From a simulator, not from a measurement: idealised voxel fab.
process module | voxel transistor to metal
cross-section cut | 175 nm wide | cells 5 nm
A cross-section is a grid of square cells, given in bands from the top down. A band is one or more rows of cells.
Each band's line starts with the height of the band's top and of its bottom, in nm. Then come its materials from left to right, each with its width in nm. One material with "throughout" fills the band from edge to edge. "air" is empty space.
Height 0 is the level under which the wafer as received is all one material. The lowest band goes on downwards, as in "0 down".
A width such as "30 to 40" changes by the same amount from each row of cells to the next, from the band's top row to its bottom row.
"no change" after a step means that no cell of the cross-section changed.
closed voids: empty space of 8 cells or more with no open way to the top, each as width x height at its distance from the left edge, in nm
after a step's settings: what the simulator itself notes on the step
overlay nm, on a step with a mask: how far to the right of its planned place the mask lay; to the left if negative
plan
1 op RECEIVE | material Si
2 op CONFORMAL_DEP | material SiO2 | thk nm 5
3 op CONFORMAL_DEP | material SiN | thk nm 10
4 op DIRECTIONAL_DEP | material aC | thk nm 10
5 op PATTERN | tone cover | mask id ACTIVE | material resist | width nm 110 | thk nm 30 | overlay nm 0
6 op DIRECTIONAL_ETCH | etch materials aC | depth nm 10
7 op STRIP | etch materials resist
8 op DIRECTIONAL_ETCH | etch materials SiN | depth nm 10
9 op DIRECTIONAL_ETCH | etch materials SiO2 | depth nm 5
10 op DIRECTIONAL_ETCH | etch materials Si | depth nm 35
11 op STRIP | etch materials aC
12 op OXIDIZE | depth nm 5
13 op FILL_DEP | material SiO2 | thk nm 5
14 op CMP | height nm 15
15 op SELECTIVE_ETCH | etch materials SiO2 | depth nm 5
16 op STRIP | etch materials SiN
17 op SELECTIVE_ETCH | etch materials SiO2 | depth nm 5
18 op OXIDIZE | depth nm 5
19 op DIRECTIONAL_DEP | material polySi | thk nm 30
20 op DIRECTIONAL_DEP | material SiCN | thk nm 15
21 op DIRECTIONAL_DEP | material aC | thk nm 10
22 op PATTERN | tone cover | mask id GATE | material resist | width nm 20 | thk nm 25 | overlay nm 0
23 op DIRECTIONAL_ETCH | etch materials aC | depth nm 10
24 op STRIP | etch materials resist
25 op DIRECTIONAL_ETCH | etch materials SiCN | depth nm 25
26 op DIRECTIONAL_ETCH | etch materials polySi | depth nm 40
27 op STRIP | etch materials aC
28 op CONFORMAL_DEP | material SiO2 | thk nm 5
29 op DIRECTIONAL_ETCH | etch materials SiO2 | depth nm 5
30 op CONFORMAL_DEP | material SiN | thk nm 10
31 op DIRECTIONAL_ETCH | etch materials SiN | depth nm 10
32 op DIRECTIONAL_ETCH | etch materials SiO2 | depth nm 5
33 op DIRECTIONAL_ETCH | etch materials Si | depth nm 15
34 op EPI | material SiGe | thk nm 15
35 op FILL_DEP | material SiO2 | thk nm 10
36 op CMP | height nm 45
37 op DIRECTIONAL_DEP | material SiO2 | thk nm 10
38 op DIRECTIONAL_DEP | material aC | thk nm 15
39 op PATTERN | tone open | mask id CONTACT | material resist | width nm 30 | pitch nm 60 | thk nm 35 | overlay nm 0
40 op DIRECTIONAL_ETCH | etch materials aC | depth nm 15
41 op STRIP | etch materials resist
42 op DIRECTIONAL_ETCH | etch materials SiO2 | depth nm 45
43 op STRIP | etch materials aC
44 op CONFORMAL_DEP | material TiN | thk nm 5
45 op FILL_DEP | material W | thk nm 5
46 op CMP | height nm 55
47 op DIRECTIONAL_DEP | material TiN | thk nm 5
48 op DIRECTIONAL_DEP | material W | thk nm 25
49 op PATTERN | tone cover | mask id METAL_1 | material resist | width nm 20 | pitch nm 70 | thk nm 15 | overlay nm 0
50 op DIRECTIONAL_ETCH | etch materials W | depth nm 25
51 op DIRECTIONAL_ETCH | etch materials TiN | depth nm 5
52 op STRIP | etch materials resist
53 op CONFORMAL_DEP | material SiN | thk nm 5
54 op FILL_DEP | material lowk | thk nm 5
55 op CMP | height nm 85
56 op CONFORMAL_DEP | material SiCN | thk nm 5
57 op DIRECTIONAL_DEP | material lowk | thk nm 35
58 op MASKED_ETCH | tone open | mask id METAL_2 | width nm 20 | pitch nm 70 | etch materials lowk | depth nm 20 | overlay nm 0
59 op DIRECTIONAL_DEP | material aC | thk nm 15
60 op PATTERN | tone open | mask id METAL_2_HOLES | material resist | width nm 15 | pitch nm 70 | thk nm 35 | overlay nm 0
61 op DIRECTIONAL_ETCH | etch materials aC | depth nm 15
62 op STRIP | etch materials resist
63 op DIRECTIONAL_ETCH | etch materials lowk | depth nm 15
64 op DIRECTIONAL_ETCH | etch materials SiCN | depth nm 5
65 op STRIP | etch materials aC
66 op CONFORMAL_DEP | material TiN | thk nm 5
67 op FILL_DEP | material Ru | thk nm 5
68 op CMP | height nm 125
69 op CONFORMAL_DEP | material SiN | thk nm 5
as received, after step 1
  0 down: Si throughout
  closed voids: none
a wafer at the end: this start, this plan, one mistake
  130 to 125: SiN throughout
  125 to 110: lowk 40 | TiN 5 | Ru 10 | TiN 5 | lowk 50 | TiN 5 | Ru 10 | TiN 5 | lowk 45
  110 to 105: lowk 40 | TiN 5 | Ru 5 | TiN 10 | lowk 50 | TiN 5 | Ru 5 | TiN 10 | lowk 45
  105 to 90: lowk 40 | TiN 5 | Ru 5 | TiN 5 | lowk 55 | TiN 5 | Ru 5 | TiN 5 | lowk 50
  90 to 85: SiCN 40 | TiN 15 | SiCN 55 | TiN 15 | SiCN 50
  85 to 60: lowk 35 | SiN 5 | W 20 | SiN 5 | lowk 40 | SiN 5 | W 20 | SiN 5 | lowk 40
  60 to 55: SiN 40 | TiN 20 | SiN 50 | TiN 20 | SiN 45
  55 to 45: SiO2 40 | TiN 5 | W 20 to 10 | TiN 5 to 15 | SiO2 30 | TiN 5 to 15 | W 20 to 10 | TiN 5 | SiO2 45
  45 to 40: SiO2 40 | TiN 5 | W 10 | TiN 5 | SiN 10 | SiO2 30 | SiN 10 | TiN 5 | W 10 | TiN 5 | SiO2 45
  40 to 30: SiO2 40 | TiN 5 | W 10 | TiN 5 | SiN 10 | SiO2 5 | SiCN 20 | SiO2 5 | SiN 10 | TiN 5 | W 10 | TiN 5 | SiO2 45
  30 to 15: SiO2 40 | TiN 5 | W 10 | TiN 5 | SiN 10 | SiO2 5 | polySi 20 | SiO2 5 | SiN 10 | TiN 5 | W 10 | TiN 5 | SiO2 45
  15 to 10: SiO2 40 | TiN 20 | SiN 10 | SiO2 5 | polySi 20 | SiO2 5 | SiN 10 | TiN 20 | SiO2 45
  10 to 5: SiO2 60 | SiN 10 | SiO2 5 | polySi 20 | SiO2 5 | SiN 10 | SiO2 65
  5 to 0: SiO2 30 | SiN 10 | SiO2 20 | SiN 10 | SiO2 5 | polySi 20 | SiO2 5 | SiN 10 | SiO2 20 | SiN 10 | SiO2 35
  0 to -5: SiO2 throughout
  -5 to -40: SiO2 35 | Si 100 | SiO2 40
  -40 down: Si throughout
  closed voids: none
what went wrong: step 32 ran as: op DIRECTIONAL_ETCH | etch materials SiCN | depth nm 5
